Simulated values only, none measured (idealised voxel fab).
This is a process module. Its name is voxel self aligned contacts.
Section shown: cut. Width: 215 nm. Cell size: 5 nm, square.
In what follows, cross-sections appear as grids of square cells, described through bands that run from the top down, where every band is one or more rows of cells.
It is stipulated that each band's entry specify, in nanometres, the height of the top of the band and then that of its bottom, followed by the materials of the band in left-to-right sequence, each together with its width in nanometres. A single material marked by the word "all across" is understood to fill the band from edge to edge; the word "blank" is understood to denote empty space.
The reference from which all heights are counted is 0, the level beneath which the as-received wafer is entirely one material; the lowest band, having no lower bound, proceeds downward and is written after the example "top 0, no bottom".
The expression "30->40" gives the width at the extremes of the band, the first number at its top row of cells and the second at its bottom row, with the width changing by equal amounts from each row to the next in between.
Where the words "everything unchanged" appear for a step, the cross-section shows no cell changed by that step; every cell remained as before.
Reported under the label "Enclosed cavities" are the empty spaces having no open way to the top and comprising 8 cells or more; the notation for each is width x height at distance, in which the distance is measured from the left edge and all three values are in nm.
Step line, after settings: the simulator's comment on this step.
A step's line can hold "overlay nm"; with a mask on that step, the setting says how far right of the planned place the mask lay, while a negative setting says it lay to the left.
[The process steps that were planned are listed below]
1) RECEIVE,material Si
2) OXIDIZE,depth nm 5
3) DIRECTIONAL_DEP,material polySi,thk nm 20
4) DIRECTIONAL_DEP,material SiN,thk nm 20
5) MASKED_ETCH,tone cover,mask id GATE,width nm 30,pitch nm 55,etch materials SiN,depth nm 20,overlay nm 0
6) MASKED_ETCH,tone cover,mask id GATE,width nm 30,pitch nm 55,etch materials polySi,depth nm 20,overlay nm 0
7) CONFORMAL_DEP,material SiN,thk nm 5
8) DIRECTIONAL_ETCH,etch materials SiN,depth nm 5
9) FILL_DEP,material SiO2,thk nm 15
10) CMP,height nm 50
11) MASKED_ETCH,tone open,mask id CONTACT,width nm 35,etch materials SiO2,depth nm 55,overlay nm 0
12) CONFORMAL_DEP,material TiN,thk nm 5
13) FILL_DEP,material Ru,thk nm 10
14) CMP,height nm 50
15) CONFORMAL_DEP,material SiCN,thk nm 5
[Cross-section of the wafer as it came to us, i.e., already through step 1]
  top 0, no bottom  Si all across
  Enclosed cavities: none
[End-of-module cross-section of the first of two wafers, processed as planned]
  top 55, bottom 50  SiCN all across
  top 50, bottom 40  SiO2: 90 / TiN: 5->15 / Ru: 25->5 / TiN: 5->15 / SiO2: 90
  top 40, bottom 20  SiO2: 60 / SiN: 40 / TiN: 5 / Ru: 5 / TiN: 5 / SiN: 40 / SiO2: 60
  top 20, bottom 0  SiO2: 60 / SiN: 5 / polySi: 30 / SiN: 5 / TiN: 5 / Ru: 5 / TiN: 5 / SiN: 5 / polySi: 30 / SiN: 5 / SiO2: 60
  top 0, bottom -5  SiO2: 100 / TiN: 15 / SiO2: 100
  top -5, no bottom  Si all across
  Enclosed cavities: none
[Cross-section, second wafer: same start as the first, same plan as the first, one mistake in running it; taken at the end of the module]
  top 55, bottom 50  SiCN all across
  top 50, bottom 40  SiO2: 90 / polySi: 5->15 / Ru: 25->5 / polySi: 5->15 / SiO2: 90
  top 40, bottom 20  SiO2: 60 / SiN: 40 / polySi: 5 / Ru: 5 / polySi: 5 / SiN: 40 / SiO2: 60
  top 20, bottom 0  SiO2: 60 / SiN: 5 / polySi: 30 / SiN: 5 / polySi: 5 / Ru: 5 / polySi: 5 / SiN: 5 / polySi: 30 / SiN: 5 / SiO2: 60
  top 0, bottom -5  SiO2: 100 / polySi: 15 / SiO2: 100
  top -5, no bottom  Si all across
  Enclosed cavities: none
The mistake made against the process plan was this: step 12 was run on a setting that differed from the plan, and what really ran there is CONFORMAL_DEP,material polySi,thk nm 5
Counted in cells at the end, the second wafer holds more or fewer of these materials than the first: -27 TiN, +27 polySi
